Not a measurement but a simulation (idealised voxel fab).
process module | voxel plated lines
cross-section cut | 295 nm wide | cells 5 nm
A cross-section is a grid of square cells, given in bands from the top down. A band is one or more rows of cells.
Each band's line starts with the height of the band's top and of its bottom, in nm. Then come its materials from left to right, each with its width in nm. One material with "throughout" fills the band from edge to edge. "air" is empty space.
Height 0 is the level under which the wafer as received is all one material. The lowest band goes on downwards, as in "0 down".
A width such as "30 to 40" changes by the same amount from each row of cells to the next, from the band's top row to its bottom row.
"no change" after a step means that no cell of the cross-section changed.
closed voids: empty space of 8 cells or more with no open way to the top, each as width x height at its distance from the left edge, in nm
after a step's settings: what the simulator itself notes on the step
overlay nm, on a step with a mask: how far to the right of its planned place the mask lay; to the left if negative
Each pair below shows a cross-section before one step and the cross-section after it, down to the lowest band that changed. The line under each pair gives the step between them, with its settings. The pairs can come from different runs of this module on the same starting wafer, so a pair continues from the pair above only where its "before" says so.
before
  0 down: Si throughout
  closed voids: none
after
  5 to 0: SiN throughout
  below 0: unchanged
  closed voids: none
the step between: op CONFORMAL_DEP | material SiN | thk nm 5
before: the cross-section after the pair above
after
  10 to 5: TiN throughout
  below 5: unchanged
  closed voids: none
the step between: op DIRECTIONAL_DEP | material TiN | thk nm 5
before: the cross-section after the pair above
after
  50 to 10: resist 95 | air 25 | resist 15 | air 25 | resist 15 | air 25 | resist 95
  below 10: unchanged
  closed voids: none
the step between: op PATTERN | tone open | mask id LINES | material resist | width nm 25 | pitch nm 40 | thk nm 40 | overlay nm 0
before: the cross-section after the pair above
after
  50 to 20: resist 95 | air 25 | resist 15 | air 25 | resist 15 | air 25 | resist 95
  20 to 10: resist 95 | Ru 25 | resist 15 | Ru 25 | resist 15 | Ru 25 | resist 95
  below 10: unchanged
  closed voids: none
the step between: op EPI | material Ru | thk nm 10
before: the cross-section after the pair above
after
  50 to 25: resist 95 | air 25 | resist 15 | air 25 | resist 15 | air 25 | resist 95
  25 to 10: resist 95 | Ru 25 | resist 15 | Ru 25 | resist 15 | Ru 25 | resist 95
  below 10: unchanged
  closed voids: none
the step between: op EPI | material Ru | thk nm 5
before: the cross-section after the pair above
after
  50 to 30: resist 95 | air 25 | resist 15 | air 25 | resist 15 | air 25 | resist 95
  30 to 10: resist 95 | Ru 25 | resist 15 | Ru 25 | resist 15 | Ru 25 | resist 95
  below 10: unchanged
  closed voids: none
the step between: op EPI | material Ru | thk nm 5
before: the cross-section after the pair above
after
  30 to 10: air 95 | Ru 25 | air 15 | Ru 25 | air 15 | Ru 25 | air 95
  below 10: unchanged
  closed voids: none
the step between: op STRIP | etch materials resist
before: the cross-section after the pair above
after
  30 to 10: air 95 | Ru 25 | air 15 | Ru 25 | air 15 | Ru 25 | air 95
  10 to 5: air 95 | TiN 25 | air 15 | TiN 25 | air 15 | TiN 25 | air 95
  below 5: unchanged
  closed voids: none
the step between: op DIRECTIONAL_ETCH | etch materials TiN | depth nm 5
before: the cross-section after the pair above
after
  40 to 30: air 85 | SiN 125 | air 85
  30 to 15: air 85 | SiN 10 | Ru 25 | SiN 15 | Ru 25 | SiN 15 | Ru 25 | SiN 10 | air 85
  15 to 10: SiN 95 | Ru 25 | SiN 15 | Ru 25 | SiN 15 | Ru 25 | SiN 95
  10 to 5: SiN 95 | TiN 25 | SiN 15 | TiN 25 | SiN 15 | TiN 25 | SiN 95
  below 5: unchanged
  closed voids: none
the step between: op CONFORMAL_DEP | material SiN | thk nm 10
before
  5 to 0: SiN throughout
  0 down: Si throughout
  closed voids: none
after
  45 to 5: resist 95 | air 25 | resist 15 | air 25 | resist 15 | air 25 | resist 95
  below 5: unchanged
  closed voids: none
the step between: op PATTERN | tone open | mask id LINES | material resist | width nm 25 | pitch nm 40 | thk nm 40 | overlay nm 0
before: the cross-section after the pair above
after
  5 to 0: SiN throughout
  below 0: unchanged
  closed voids: none
the step between: op STRIP | etch materials resist
before: the cross-section after the pair above
after
  15 to 0: SiN throughout
  below 0: unchanged
  closed voids: none
the step between: op CONFORMAL_DEP | material SiN | thk nm 10
before
  50 to 20: resist 95 | air 25 | resist 15 | air 25 | resist 15 | air 25 | resist 95
  20 to 10: resist 95 | Ru 25 | resist 15 | Ru 25 | resist 15 | Ru 25 | resist 95
  10 to 5: TiN throughout
  5 to 0: SiN throughout
  0 down: Si throughout
  closed voids: none
after
  50 to 30: resist 95 | air 25 | resist 15 | air 25 | resist 15 | air 25 | resist 95
  30 to 10: resist 95 | Ru 25 | resist 15 | Ru 25 | resist 15 | Ru 25 | resist 95
  below 10: unchanged
  closed voids: none
the step between: op EPI | material Ru | thk nm 10
before: the cross-section after the pair above
after
  50 to 35: resist 95 | air 25 | resist 15 | air 25 | resist 15 | air 25 | resist 95
  35 to 10: resist 95 | Ru 25 | resist 15 | Ru 25 | resist 15 | Ru 25 | resist 95
  below 10: unchanged
  closed voids: none
the step between: op EPI | material Ru | thk nm 5
before: the cross-section after the pair above
after
  50 to 40: resist 95 | air 25 | resist 15 | air 25 | resist 15 | air 25 | resist 95
  40 to 10: resist 95 | Ru 25 | resist 15 | Ru 25 | resist 15 | Ru 25 | resist 95
  below 10: unchanged
  closed voids: none
the step between: op EPI | material Ru | thk nm 5
before: the cross-section after the pair above
after
  40 to 10: air 95 | Ru 25 | air 15 | Ru 25 | air 15 | Ru 25 | air 95
  below 10: unchanged
  closed voids: none
the step between: op STRIP | etch materials resist
before: the cross-section after the pair above
after
  40 to 10: air 95 | Ru 25 | air 15 | Ru 25 | air 15 | Ru 25 | air 95
  10 to 5: air 95 | TiN 25 | air 15 | TiN 25 | air 15 | TiN 25 | air 95
  below 5: unchanged
  closed voids: none
the step between: op DIRECTIONAL_ETCH | etch materials TiN | depth nm 5
before: the cross-section after the pair above
after
  50 to 40: air 85 | SiN 125 | air 85
  40 to 15: air 85 | SiN 10 | Ru 25 | SiN 15 | Ru 25 | SiN 15 | Ru 25 | SiN 10 | air 85
  15 to 10: SiN 95 | Ru 25 | SiN 15 | Ru 25 | SiN 15 | Ru 25 | SiN 95
  10 to 5: SiN 95 | TiN 25 | SiN 15 | TiN 25 | SiN 15 | TiN 25 | SiN 95
  below 5: unchanged
  closed voids: none
the step between: op CONFORMAL_DEP | material SiN | thk nm 10
before
  50 to 25: resist 95 | air 25 | resist 15 | air 25 | resist 15 | air 25 | resist 95
  25 to 10: resist 95 | Ru 25 | resist 15 | Ru 25 | resist 15 | Ru 25 | resist 95
  10 to 5: TiN throughout
  5 to 0: SiN throughout
  0 down: Si throughout
  closed voids: none
after
  25 to 10: air 95 | Ru 25 | air 15 | Ru 25 | air 15 | Ru 25 | air 95
  below 10: unchanged
  closed voids: none
the step between: op STRIP | etch materials resist
before: the cross-section after the pair above
after
  30 to 15: air 90 | Ru 35 | air 5 | Ru 35 | air 5 | Ru 35 | air 90
  15 to 10: Ru throughout
  below 10: unchanged
  closed voids: none
the step between: op EPI | material Ru | thk nm 5
before: the cross-section after the pair above
after
  40 to 30: air 80 | SiN 135 | air 80
  30 to 25: air 80 | SiN 10 | Ru 35 | SiN 5 | Ru 35 | SiN 5 | Ru 35 | SiN 10 | air 80
  25 to 15: SiN 90 | Ru 35 | SiN 5 | Ru 35 | SiN 5 | Ru 35 | SiN 90
  below 15: unchanged
  closed voids: none
the step between: op CONFORMAL_DEP | material SiN | thk nm 10
before
  30 to 10: air 95 | Ru 25 | air 15 | Ru 25 | air 15 | Ru 25 | air 95
  10 to 5: air 95 | TiN 25 | air 15 | TiN 25 | air 15 | TiN 25 | air 95
  5 to 0: SiN throughout
  0 down: Si throughout
  closed voids: none
after
  35 to 30: air 90 | SiN 35 | air 5 | SiN 35 | air 5 | SiN 35 | air 90
  30 to 10: air 90 | SiN 5 | Ru 25 | SiN 5 | air 5 | SiN 5 | Ru 25 | SiN 5 | air 5 | SiN 5 | Ru 25 | SiN 5 | air 90
  10 to 5: SiN 95 | TiN 25 | SiN 15 | TiN 25 | SiN 15 | TiN 25 | SiN 95
  below 5: unchanged
  closed voids: none
the step between: op CONFORMAL_DEP | material SiN | thk nm 5
before
  10 to 5: TiN throughout
  5 to 0: SiN throughout
  0 down: Si throughout
  closed voids: none
after
  50 to 10: resist 100 | air 20 | resist 20 | air 20 | resist 20 | air 20 | resist 95
  below 10: unchanged
  closed voids: none
the step between: op PATTERN | tone open | mask id LINES | material resist | width nm 20 | pitch nm 40 | thk nm 40 | overlay nm 0
before: the cross-section after the pair above
after
  50 to 20: resist 100 | air 20 | resist 20 | air 20 | resist 20 | air 20 | resist 95
  20 to 10: resist 100 | Ru 20 | resist 20 | Ru 20 | resist 20 | Ru 20 | resist 95
  below 10: unchanged
  closed voids: none
the step between: op EPI | material Ru | thk nm 10
before: the cross-section after the pair above
after
  50 to 25: resist 100 | air 20 | resist 20 | air 20 | resist 20 | air 20 | resist 95
  25 to 10: resist 100 | Ru 20 | resist 20 | Ru 20 | resist 20 | Ru 20 | resist 95
  below 10: unchanged
  closed voids: none
the step between: op EPI | material Ru | thk nm 5
before: the cross-section after the pair above
after
  50 to 30: resist 100 | air 20 | resist 20 | air 20 | resist 20 | air 20 | resist 95
  30 to 10: resist 100 | Ru 20 | resist 20 | Ru 20 | resist 20 | Ru 20 | resist 95
  below 10: unchanged
  closed voids: none
the step between: op EPI | material Ru | thk nm 5
before: the cross-section after the pair above
after
  30 to 10: air 100 | Ru 20 | air 20 | Ru 20 | air 20 | Ru 20 | air 95
  below 10: unchanged
  closed voids: none
the step between: op STRIP | etch materials resist
before: the cross-section after the pair above
after
  30 to 10: air 100 | Ru 20 | air 20 | Ru 20 | air 20 | Ru 20 | air 95
  10 to 5: air 100 | TiN 20 | air 20 | TiN 20 | air 20 | TiN 20 | air 95
  below 5: unchanged
  closed voids: none
the step between: op DIRECTIONAL_ETCH | etch materials TiN | depth nm 5
before: the cross-section after the pair above
after
  40 to 30: air 90 | SiN 120 | air 85
  30 to 15: air 90 | SiN 10 | Ru 20 | SiN 20 | Ru 20 | SiN 20 | Ru 20 | SiN 10 | air 85
  15 to 10: SiN 100 | Ru 20 | SiN 20 | Ru 20 | SiN 20 | Ru 20 | SiN 95
  10 to 5: SiN 100 | TiN 20 | SiN 20 | TiN 20 | SiN 20 | TiN 20 | SiN 95
  below 5: unchanged
  closed voids: none
the step between: op CONFORMAL_DEP | material SiN | thk nm 10
before
  10 to 5: TiN throughout
  5 to 0: SiN throughout
  0 down: Si throughout
  closed voids: none
after
  50 to 10: resist 90 | air 25 | resist 15 | air 25 | resist 15 | air 25 | resist 100
  below 10: unchanged
  closed voids: none
the step between: op PATTERN | tone open | mask id LINES | material resist | width nm 25 | pitch nm 40 | thk nm 40 | overlay nm -5
before: the cross-section after the pair above
after
  50 to 20: resist 90 | air 25 | resist 15 | air 25 | resist 15 | air 25 | resist 100
  20 to 10: resist 90 | Ru 25 | resist 15 | Ru 25 | resist 15 | Ru 25 | resist 100
  below 10: unchanged
  closed voids: none
the step between: op EPI | material Ru | thk nm 10
before: the cross-section after the pair above
after
  50 to 25: resist 90 | air 25 | resist 15 | air 25 | resist 15 | air 25 | resist 100
  25 to 10: resist 90 | Ru 25 | resist 15 | Ru 25 | resist 15 | Ru 25 | resist 100
  below 10: unchanged
  closed voids: none
the step between: op EPI | material Ru | thk nm 5
before: the cross-section after the pair above
after
  50 to 30: resist 90 | air 25 | resist 15 | air 25 | resist 15 | air 25 | resist 100
  30 to 10: resist 90 | Ru 25 | resist 15 | Ru 25 | resist 15 | Ru 25 | resist 100
  below 10: unchanged
  closed voids: none
the step between: op EPI | material Ru | thk nm 5
before: the cross-section after the pair above
after
  30 to 10: air 90 | Ru 25 | air 15 | Ru 25 | air 15 | Ru 25 | air 100
  below 10: unchanged
  closed voids: none
the step between: op STRIP | etch materials resist
before: the cross-section after the pair above
after
  30 to 10: air 90 | Ru 25 | air 15 | Ru 25 | air 15 | Ru 25 | air 100
  10 to 5: air 90 | TiN 25 | air 15 | TiN 25 | air 15 | TiN 25 | air 100
  below 5: unchanged
  closed voids: none
the step between: op DIRECTIONAL_ETCH | etch materials TiN | depth nm 5
before: the cross-section after the pair above
after
  40 to 30: air 80 | SiN 125 | air 90
  30 to 15: air 80 | SiN 10 | Ru 25 | SiN 15 | Ru 25 | SiN 15 | Ru 25 | SiN 10 | air 90
  15 to 10: SiN 90 | Ru 25 | SiN 15 | Ru 25 | SiN 15 | Ru 25 | SiN 100
  10 to 5: SiN 90 | TiN 25 | SiN 15 | TiN 25 | SiN 15 | TiN 25 | SiN 100
  below 5: unchanged
  closed voids: none
the step between: op CONFORMAL_DEP | material SiN | thk nm 10
before
  5 to 0: SiN throughout
  0 down: Si throughout
  closed voids: none
after
  10 to 0: SiN throughout
  below 0: unchanged
  closed voids: none
the step between: op DIRECTIONAL_DEP | material SiN | thk nm 5
before: the cross-section after the pair above
after
  50 to 10: resist 95 | air 25 | resist 15 | air 25 | resist 15 | air 25 | resist 95
  below 10: unchanged
  closed voids: none
the step between: op PATTERN | tone open | mask id LINES | material resist | width nm 25 | pitch nm 40 | thk nm 40 | overlay nm 0
before: the cross-section after the pair above
after
  10 to 0: SiN throughout
  below 0: unchanged
  closed voids: none
the step between: op STRIP | etch materials resist
before: the cross-section after the pair above
after
  20 to 0: SiN throughout
  below 0: unchanged
  closed voids: none
the step between: op CONFORMAL_DEP | material SiN | thk nm 10
before
  10 to 5: TiN throughout
  5 to 0: SiN throughout
  0 down: Si throughout
  closed voids: none
after
  50 to 10: air 95 | resist 25 | air 15 | resist 25 | air 15 | resist 25 | air 95
  below 10: unchanged
  closed voids: none
the step between: op PATTERN | tone cover | mask id LINES | material resist | width nm 25 | pitch nm 40 | thk nm 40 | overlay nm 0
before: the cross-section after the pair above
after
  50 to 20: air 95 | resist 25 | air 15 | resist 25 | air 15 | resist 25 | air 95
  20 to 10: Ru 95 | resist 25 | Ru 15 | resist 25 | Ru 15 | resist 25 | Ru 95
  below 10: unchanged
  closed voids: none
the step between: op EPI | material Ru | thk nm 10
before: the cross-section after the pair above
after
  50 to 25: air 95 | resist 25 | air 15 | resist 25 | air 15 | resist 25 | air 95
  25 to 10: Ru 95 | resist 25 | Ru 15 | resist 25 | Ru 15 | resist 25 | Ru 95
  below 10: unchanged
  closed voids: none
the step between: op EPI | material Ru | thk nm 5
before: the cross-section after the pair above
after
  50 to 30: air 95 | resist 25 | air 15 | resist 25 | air 15 | resist 25 | air 95
  30 to 10: Ru 95 | resist 25 | Ru 15 | resist 25 | Ru 15 | resist 25 | Ru 95
  below 10: unchanged
  closed voids: none
the step between: op EPI | material Ru | thk nm 5
before: the cross-section after the pair above
after
  30 to 10: Ru 95 | air 25 | Ru 15 | air 25 | Ru 15 | air 25 | Ru 95
  below 10: unchanged
  closed voids: none
the step between: op STRIP | etch materials resist
before: the cross-section after the pair above
after
  30 to 10: Ru 95 | air 25 | Ru 15 | air 25 | Ru 15 | air 25 | Ru 95
  10 to 5: TiN 95 | air 25 | TiN 15 | air 25 | TiN 15 | air 25 | TiN 95
  below 5: unchanged
  closed voids: none
the step between: op DIRECTIONAL_ETCH | etch materials TiN | depth nm 5
before: the cross-section after the pair above
after
  40 to 30: SiN 105 | air 5 | SiN 35 | air 5 | SiN 35 | air 5 | SiN 105
  30 to 15: Ru 95 | SiN 10 | air 5 | SiN 10 | Ru 15 | SiN 10 | air 5 | SiN 10 | Ru 15 | SiN 10 | air 5 | SiN 10 | Ru 95
  15 to 10: Ru 95 | SiN 25 | Ru 15 | SiN 25 | Ru 15 | SiN 25 | Ru 95
  10 to 5: TiN 95 | SiN 25 | TiN 15 | SiN 25 | TiN 15 | SiN 25 | TiN 95
  below 5: unchanged
  closed voids: none
the step between: op CONFORMAL_DEP | material SiN | thk nm 10
